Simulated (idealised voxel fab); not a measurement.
Process module under the name voxel capacitor over wiring
It is cross-section cut that appears here, measuring 250 nm in width, its square cells being 5 nm in size.
Heads up, the way a cross-section reads in here is a grid of square cells, handed over as bands from the top down, with every band being one or more rows of cells.
Top, bottom (nm), then materials left to right with widths (nm); lone material tagged "throughout" fills the whole band edge to edge; "empty" = empty space.
Heights are expressed relative to 0, this being the level below which the as-received wafer comprises one material exclusively. The lowest band is unbounded in the downward direction and is denoted as in "0 and below".
You'd read "30->40" like this: the band's top row of cells is as wide as the first number, its bottom row is as wide as the second, and going down, every row changes width by the same amount as the row before did.
"remains unaltered" -> step changed no cross-section cell.
"Fully closed voids" contains a list of empty spaces, each no smaller than 8 cells and without an open way to the top, written in the form width x height at distance with the distance from the left edge and all three in nm.
On a step's line, text after the settings is the simulator commenting on that step.
A step line may carry the setting "overlay nm", which, for steps involving a mask, states the distance by which the mask lay to the right of its intended position; negative values denote displacement to the left.
PLANNED PROCESS STEPS
1 RECEIVE | material Si
2 CONFORMAL_DEP | material SiO2 | thk nm 10
3 DIRECTIONAL_DEP | material TiN | thk nm 5
4 DIRECTIONAL_DEP | material W | thk nm 15
5 DIRECTIONAL_DEP | material aC | thk nm 10
6 PATTERN | tone cover | mask id METAL_1 | material resist | width nm 25 | pitch nm 90 | thk nm 25 | overlay nm 0
7 DIRECTIONAL_ETCH | etch materials aC | depth nm 10
8 STRIP | etch materials resist
9 DIRECTIONAL_ETCH | etch materials W | depth nm 15
10 DIRECTIONAL_ETCH | etch materials TiN | depth nm 5
11 STRIP | etch materials aC
12 CONFORMAL_DEP | material SiCN | thk nm 5
13 FILL_DEP | material SiO2 | thk nm 5
14 CMP | height nm 30
15 CONFORMAL_DEP | material SiCN | thk nm 5
16 DIRECTIONAL_DEP | material SiO2 | thk nm 15
17 MASKED_ETCH | tone open | mask id PLUG_1 | width nm 15 | etch materials SiO2 | depth nm 15 | overlay nm 0
18 MASKED_ETCH | tone open | mask id PLUG_1 | width nm 15 | etch materials SiCN | depth nm 5 | overlay nm 0
19 EPI | material Ru | thk nm 10
20 EPI | material Ru | thk nm 10
21 DIRECTIONAL_DEP | material TiN | thk nm 10
22 DIRECTIONAL_DEP | material SiN | thk nm 5
23 DIRECTIONAL_DEP | material TiN | thk nm 10
24 MASKED_ETCH | tone cover | mask id UPPER_PLATE | width nm 70 | etch materials TiN | depth nm 10 | overlay nm 0
25 MASKED_ETCH | tone cover | mask id UPPER_PLATE | width nm 70 | etch materials SiN | depth nm 5 | overlay nm 0
26 PATTERN | tone cover | mask id LOWER_PLATE | material resist | width nm 80 | thk nm 20 | overlay nm 0
27 DIRECTIONAL_ETCH | etch materials TiN | depth nm 10
28 STRIP | etch materials resist
29 FILL_DEP | material SiO2 | thk nm 20
30 CMP | height nm 90
31 DIRECTIONAL_DEP | material aC | thk nm 5
32 PATTERN | tone open | mask id PLUG_2 | material resist | width nm 15 | thk nm 30 | overlay nm 0
33 DIRECTIONAL_ETCH | etch materials aC | depth nm 15
34 STRIP | etch materials resist
35 DIRECTIONAL_ETCH | etch materials SiO2 | depth nm 15
36 STRIP | etch materials aC
37 CONFORMAL_DEP | material TiN | thk nm 5
38 FILL_DEP | material Ru | thk nm 5
39 CMP | height nm 90
40 CONFORMAL_DEP | material SiCN | thk nm 5
The wafers in this document start out alike and differ in the thk nm applied at step 31; the plan shows the value used for the first wafer.
CUT THROUGH THE FIRST OF SEVERAL WAFERS AS RECEIVED, POST STEP 1
* 0 and below | Si throughout
* Fully closed voids: none
AFTER THE MODULE'S FINAL STEP, STEP 40: THE FIRST OF SEVERAL WAFERS IN CROSS-SECTION
* 95 down to 90 | SiCN throughout
* 90 down to 80 | SiO2 85 nm | TiN 5 nm | Ru 5 nm | TiN 5 nm | SiO2 150 nm
* 80 down to 75 | SiO2 85 nm | TiN 15 nm | SiO2 150 nm
* 75 down to 65 | SiO2 75 nm | TiN 70 nm | SiO2 105 nm
* 65 down to 60 | SiO2 75 nm | SiN 70 nm | SiO2 105 nm
* 60 down to 50 | SiO2 70 nm | TiN 80 nm | SiO2 100 nm
* 50 down to 35 | SiO2 75 nm | Ru 15 nm | SiO2 160 nm
* 35 down to 30 | SiCN 75 nm | Ru 15 nm | SiCN 160 nm
* 30 down to 15 | SiO2 60 nm | SiCN 5 nm | W 25 nm | SiCN 5 nm | SiO2 55 nm | SiCN 5 nm | W 25 nm | SiCN 5 nm | SiO2 65 nm
* 15 down to 10 | SiCN 65 nm | TiN 25 nm | SiCN 65 nm | TiN 25 nm | SiCN 70 nm
* 10 down to 0 | SiO2 throughout
* 0 and below | Si throughout
* Fully closed voids: none
HERE'S THE LAST WAFER CROSS-SECTIONED AT THE END OF THE MODULE
* 95 down to 90 | SiCN throughout
* 90 down to 75 | SiO2 throughout
* 75 down to 65 | SiO2 75 nm | TiN 70 nm | SiO2 105 nm
* 65 down to 60 | SiO2 75 nm | SiN 70 nm | SiO2 105 nm
* 60 down to 50 | SiO2 70 nm | TiN 80 nm | SiO2 100 nm
* 50 down to 35 | SiO2 75 nm | Ru 15 nm | SiO2 160 nm
* 35 down to 30 | SiCN 75 nm | Ru 15 nm | SiCN 160 nm
* 30 down to 15 | SiO2 60 nm | SiCN 5 nm | W 25 nm | SiCN 5 nm | SiO2 55 nm | SiCN 5 nm | W 25 nm | SiCN 5 nm | SiO2 65 nm
* 15 down to 10 | SiCN 65 nm | TiN 25 nm | SiCN 65 nm | TiN 25 nm | SiCN 70 nm
* 10 down to 0 | SiO2 throughout
* 0 and below | Si throughout
* Fully closed voids: none
THE ROWS OF THE TABLE BELOW ARE WAFERS. LOOKING AT THE END OF THE MODULE, A ROW COUNTS, FOR EVERY MATERIAL, THE CELLS THE WAFER HAS GAINED, SHOWN AS (+), OR LOST, SHOWN AS (-), SINCE IT WAS RECEIVED; ITS CLOSED VOIDS COME NEXT
thk nm 5, +14 Ru, +149 SiCN, +14 SiN, +666 SiO2, +77 TiN, +30 W, Fully closed voids: none
thk nm 10, +14 Ru, +149 SiCN, +14 SiN, +666 SiO2, +77 TiN, +30 W, Fully closed voids: none
thk nm 15, +14 Ru, +149 SiCN, +14 SiN, +666 SiO2, +77 TiN, +30 W, Fully closed voids: none
thk nm 20, +12 Ru, +149 SiCN, +14 SiN, +675 SiO2, +70 TiN, +30 W, Fully closed voids: none
thk nm 25, +12 Ru, +149 SiCN, +14 SiN, +675 SiO2, +70 TiN, +30 W, Fully closed voids: none
thk nm 30, +12 Ru, +149 SiCN, +14 SiN, +675 SiO2, +70 TiN, +30 W, Fully closed voids: none
